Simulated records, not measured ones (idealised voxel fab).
Process module heading - voxel fin reveal
Section cut is 295 nm wide and gridded with 5 nm square cells.
Heads up, the way a cross-section reads in here is a grid of square cells, handed over as bands from the top down, with every band being one or more rows of cells. The band entry comprises the height of the band's top followed by the height of its bottom, expressed in nm, and subsequently the band's materials from left to right, each stated together with its width in nm. Where a single material is marked with the word "all across", that material fills the band from edge to edge. The word "empty" represents empty space. Height datum 0, below which the as-received substrate wafer is one material. Lowest band open at the bottom, running downward: "0..down". Width spec "30->40" -> top row of cells at first value, bottom row at second value, equal per-row change in between. Step note "all unchanged" = no cross-section cell changed. Empty spaces without an open route to the top, at least 8 cells in extent, make up the entry "Encapsulated voids"; each is given as width x height at distance, where the distance is measured from the left edge, and all are in nm. after a step's settings: what the simulator itself notes on the step. "overlay nm" answers the question of how far to the right of plan the mask lay on a step that has a mask, and when it is negative the answer is to the left.

-- The steps planned for the process are as follows
1: RECEIVE,material Si
2: CONFORMAL_DEP,material SiN,thk nm 5
3: PATTERN,tone cover,mask id FINS,material resist,width nm 15,pitch nm 35,thk nm 15,overlay nm 0
4: DIRECTIONAL_ETCH,etch materials SiN,depth nm 5
5: DIRECTIONAL_ETCH,etch materials Si,depth nm 35
6: STRIP,etch materials resist
7: FILL_DEP,material SiO2,thk nm 15
8: CMP,height nm 5
9: SELECTIVE_ETCH,etch materials SiO2,depth nm 25
10: STRIP,etch materials SiN
11: CONFORMAL_DEP,material HfO2,thk nm 5

-- So this is the incoming wafer in cross-section - it's already been through step 1
* 0..down  Si all across
* Encapsulated voids: none

-- First of two wafers at the end of the module, shown in cross-section; run carried out as planned
* 5..0  empty 80 / HfO2 25 / empty 10 / HfO2 25 / empty 10 / HfO2 25 / empty 10 / HfO2 25 / empty 85
* 0..-15  empty 80 / HfO2 5 / Si 15 / HfO2 5 / empty 10 / HfO2 5 / Si 15 / HfO2 5 / empty 10 / HfO2 5 / Si 15 / HfO2 5 / empty 10 / HfO2 5 / Si 15 / HfO2 5 / empty 85
* -15..-20  HfO2 85 / Si 15 / HfO2 20 / Si 15 / HfO2 20 / Si 15 / HfO2 20 / Si 15 / HfO2 90
* -20..-35  SiO2 85 / Si 15 / SiO2 20 / Si 15 / SiO2 20 / Si 15 / SiO2 20 / Si 15 / SiO2 90
* -35..down  Si all across
* Encapsulated voids: none

-- Here is the second of the two wafers cut open at the end of the module - same start, same plan as the first one, but we made one mistake running it
* 0..-5  empty 80 / HfO2 25 / empty 10 / HfO2 25 / empty 10 / HfO2 25 / empty 10 / HfO2 25 / empty 85
* -5..-25  empty 80 / HfO2 5 / Si 15 / HfO2 5 / empty 10 / HfO2 5 / Si 15 / HfO2 5 / empty 10 / HfO2 5 / Si 15 / HfO2 5 / empty 10 / HfO2 5 / Si 15 / HfO2 5 / empty 85
* -25..-30  HfO2 85 / Si 15 / HfO2 20 / Si 15 / HfO2 20 / Si 15 / HfO2 20 / Si 15 / HfO2 90
* -30..-35  SiO2 85 / Si 15 / SiO2 20 / Si 15 / SiO2 20 / Si 15 / SiO2 20 / Si 15 / SiO2 90
* -35..down  Si all across
* Encapsulated voids: none
What broke from the plan during processing? step 8 was processed under conditions differing from the plan, specifically as CMP,height nm -5
Count the cells at the end and the second wafer has more or fewer of some materials than the first: HfO2 +8 | Si -12 | SiO2 -94
